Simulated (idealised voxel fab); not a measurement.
Process module heading - voxel self aligned contacts
235 nm wide, 5 nm square cells: that's cross-section cut.
Cross-section = grid of square cells, listed top down in bands; band = one or more rows.
Top height, bottom height, nm. Materials left to right, width each, nm. Single material + "throughout" = fills band edge to edge. "air" = empty.
Heads up on the height convention: 0 is the point under which the incoming wafer is all one material, and the lowest band has no bottom, it just keeps going down, like "0 down".
Graded width ("30->40"): value in top row of band = first number; value in bottom row = second number; row-to-row change constant.
What does "remained unchanged" mean for a step? It means no cell of the cross-section changed in that step.
The list in "Sealed internal voids" covers empty spaces of 8 cells or more that cannot reach the top through any open way, and it gives each as width x height at distance; the distance is from the left edge, and width, height and distance are in nm.
Whatever follows a step's settings on its line is a remark the simulator itself makes about that step.
The optional step-line setting "overlay nm" applies to steps with a mask and quantifies how far to the right of its planned location the mask lay, a negative value indicating leftward placement.

## The planned process steps are enumerated hereunder
| 1 | RECEIVE: material Si |
| 2 | CONFORMAL_DEP: material SiO2, thk nm 5 |
| 3 | DIRECTIONAL_DEP: material polySi, thk nm 20 |
| 4 | DIRECTIONAL_DEP: material SiN, thk nm 25 |
| 5 | MASKED_ETCH: tone cover, mask id GATE, width nm 25, pitch nm 65, etch materials SiN, depth nm 25, overlay nm 0 |
| 6 | MASKED_ETCH: tone cover, mask id GATE, width nm 25, pitch nm 65, etch materials polySi, depth nm 20, overlay nm 0 |
| 7 | CONFORMAL_DEP: material SiN, thk nm 10 |
| 8 | DIRECTIONAL_ETCH: etch materials SiN, depth nm 10 |
| 9 | FILL_DEP: material SiO2, thk nm 15 |
| 10 | CMP: height nm 60 |
| 11 | PATTERN: tone open, mask id CONTACT, material resist, width nm 50, pitch nm 65, thk nm 20, overlay nm 0 |
| 12 | DIRECTIONAL_ETCH: etch materials SiO2, depth nm 60 |
| 13 | STRIP: etch materials resist |
| 14 | CONFORMAL_DEP: material TiN, thk nm 5 |
| 15 | FILL_DEP: material Ru, thk nm 10 |
| 16 | CMP: height nm 60 |
| 17 | CONFORMAL_DEP: material SiCN, thk nm 5 |

## Wafer at receipt (post step 1), cross-section
	0 down = Si throughout
	Sealed internal voids: none

## The plan above was carried out on the starting structure above with one mistake, and this cross-section shows the wafer at the end of the module
	65 to 60 = SiCN throughout
	60 to 55 = 30 SiO2, then 45 SiN, then 5 TiN, then 10 Ru, then 5 TiN, then 45 SiN, then 5 TiN, then 10 Ru, then 5 TiN, then 45 SiN, then 30 SiO2
	55 to 50 = 30 SiO2, then 45 SiN, then 20 TiN, then 45 SiN, then 20 TiN, then 45 SiN, then 30 SiO2
	50 to 25 = SiN throughout
	25 to 5 = polySi throughout
	5 to 0 = SiO2 throughout
	0 down = Si throughout
	Sealed internal voids: none
In executing the process, a mistake was made relative to the plan: step 4 of the plan was executed twice over
